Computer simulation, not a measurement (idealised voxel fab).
Process module in this document: voxel tone inversion
Each square cell in cross-section cut measures 5 nm, and the section as a whole is 210 nm wide.
Notation: cross-section as square-cell grid; stated in bands, top first, going down; one or more cell rows per band.
This entry defines a band. It first specifies the height of the band's top and the height of its bottom in nm, and then specifies the band's materials from left to right, stating each material with its width in nm. The word "all across" identifies a single material that fills the band from edge to edge, while the word "empty" identifies empty space.
Heights are expressed relative to 0, this being the level below which the as-received wafer comprises one material exclusively. The lowest band is unbounded in the downward direction and is denoted as in "0 nm and below".
Note: "30->40" means the width goes from the first number (top row of the band) to the second number (bottom row) in equal steps per row of cells.
Any step labelled "stayed the same" changed none of the cells in the cross-section.
Listed in "Fully sealed cavities": every empty space of 8 or more cells without an open way to the top. Form: width x height at distance, the distance being from the left edge, all in nm.
The remark found on a step's line after its settings is issued by the simulator itself and pertains to that step.
What "overlay nm" on a step's line means: if the step has a mask, that mask lay this far to the right of its planned place, or, when the value is negative, to the left.

Set out below are the planned steps of the process
1 RECEIVE [material Si]
2 CONFORMAL_DEP [material SiCN] [thk nm 5]
3 DIRECTIONAL_DEP [material aC] [thk nm 25]
4 PATTERN [tone cover] [mask id POSTS] [material resist] [width nm 15] [pitch nm 40] [thk nm 30] [overlay nm -15]
5 DIRECTIONAL_ETCH [etch materials aC] [depth nm 25]
6 STRIP [etch materials resist]
7 FILL_DEP [material lowk] [thk nm 5]
8 CMP [height nm 30]
9 STRIP [etch materials aC]
10 CONFORMAL_DEP [material TiN] [thk nm 5]
11 FILL_DEP [material Ru] [thk nm 10]
12 CMP [height nm 30]
13 CONFORMAL_DEP [material SiCN] [thk nm 5]
Be aware that, although all wafers share a common starting state, the overlay nm at step 4 differs among them, and the plan displays the first wafer's value.

This is how the first of several wafers looked in cross-section when it arrived, which is after step 1
> 0 nm and below | Si all across
> Fully sealed cavities: none

End of module, by wafer: material-by-material cell gain (+) or loss (-) since receipt, then closed voids
overlay nm -15 | +8 Ru | +84 SiCN | +22 TiN | +180 lowk | Fully sealed cavities: none
overlay nm -10 | +8 Ru | +84 SiCN | +22 TiN | +180 lowk | Fully sealed cavities: none
overlay nm -5 | +8 Ru | +84 SiCN | +22 TiN | +180 lowk | Fully sealed cavities: none
overlay nm 0 | +8 Ru | +84 SiCN | +22 TiN | +180 lowk | Fully sealed cavities: none
overlay nm 5 | +8 Ru | +84 SiCN | +22 TiN | +180 lowk | Fully sealed cavities: none
overlay nm 10 | +8 Ru | +84 SiCN | +22 TiN | +180 lowk | Fully sealed cavities: none
overlay nm 15 | +8 Ru | +84 SiCN | +22 TiN | +180 lowk | Fully sealed cavities: none
